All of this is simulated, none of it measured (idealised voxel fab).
Process module in this document: voxel ribs on slabs
Cross-section cut: width 270 nm, square cells of 5 nm.
Just so we're on the same page, the cross-sections are grids of square cells, and they're listed out in bands top to bottom, each band one or more rows deep. Band: top height; bottom height; in nm. Then, left to right: material with width in nm, for each material. "everywhere": a single material spanning edge to edge. "empty": empty space. A quick word on heights: they are counted from 0, and under that level the wafer as it came to us is one material throughout. The lowest band is different from the rest in having no bottom; it simply continues downward, written as in "0..down". A width given as "30 to 40" starts at the first number in the band's top row and ends at the second number in its bottom row, shifting by an equal amount at every step from row to row. "same as before" -> step changed no cross-section cell. For the entry "Fully enclosed voids", the listed items are empty spaces with no open way to the top whose size is 8 cells or more; each item follows the pattern width x height at distance, where distance is from the left edge and all three are in nm. Post-settings text on a step line: simulator's own remark regarding the step. The setting "overlay nm" may be written on the line of a step. When the step uses a mask, the value reports how far to the right of the planned place the mask lay, and a negative value reports that it lay to the left.
Planned step list for the process
| 1 | RECEIVE: material Si |
| 2 | DIRECTIONAL_DEP: material SiO2, thk nm 30 |
| 3 | DIRECTIONAL_DEP: material polySi, thk nm 20 |
| 4 | PATTERN: tone cover, mask id RIB, material resist, width nm 30, thk nm 20, overlay nm 0 |
| 5 | DIRECTIONAL_ETCH: etch materials polySi, depth nm 10 |
| 6 | STRIP: etch materials resist |
| 7 | MASKED_ETCH: tone cover, mask id SLAB, width nm 60, etch materials polySi, depth nm 10, overlay nm 0 |
| 8 | FILL_DEP: material SiO2, thk nm 20 |
| 9 | CMP: height nm 60 |
| 10 | DIRECTIONAL_DEP: material W, thk nm 5 |
| 11 | MASKED_ETCH: tone cover, mask id HEATER, width nm 30, etch materials W, depth nm 5, overlay nm 0 |
| 12 | CONFORMAL_DEP: material SiO2, thk nm 5 |
Quick note for whoever runs this: the wafers start identical, but the width nm at step 11 isn't the same across them. The plan just shows what the first wafer had.
As-received cross-section, first of several wafers, post step 1
* 0..down  Si everywhere
* Fully enclosed voids: none
Quick look at the cross-section of the first of several wafers after step 12, which wraps up the module
* 70..65  empty (115) / SiO2 (40) / empty (115)
* 65..60  SiO2 (120) / W (30) / SiO2 (120)
* 60..50  SiO2 everywhere
* 50..40  SiO2 (120) / polySi (30) / SiO2 (120)
* 40..30  SiO2 (105) / polySi (60) / SiO2 (105)
* 30..0  SiO2 everywhere
* 0..down  Si everywhere
* Fully enclosed voids: none
Cross-section, last wafer, module completion
* 70..65  empty (105) / SiO2 (65) / empty (100)
* 65..60  SiO2 (110) / W (55) / SiO2 (105)
* 60..50  SiO2 everywhere
* 50..40  SiO2 (120) / polySi (30) / SiO2 (120)
* 40..30  SiO2 (105) / polySi (60) / SiO2 (105)
* 30..0  SiO2 everywhere
* 0..down  Si everywhere
* Fully enclosed voids: none
Gained (+) or lost (-) cells of each material since receipt, then closed voids: one row per wafer, at the end of the module
width nm 30; +668 SiO2; +6 W; +36 polySi; Fully enclosed voids: none
width nm 35; +668 SiO2; +7 W; +36 polySi; Fully enclosed voids: none
width nm 40; +668 SiO2; +8 W; +36 polySi; Fully enclosed voids: none
width nm 45; +668 SiO2; +9 W; +36 polySi; Fully enclosed voids: none
width nm 50; +668 SiO2; +10 W; +36 polySi; Fully enclosed voids: none
width nm 55; +668 SiO2; +11 W; +36 polySi; Fully enclosed voids: none
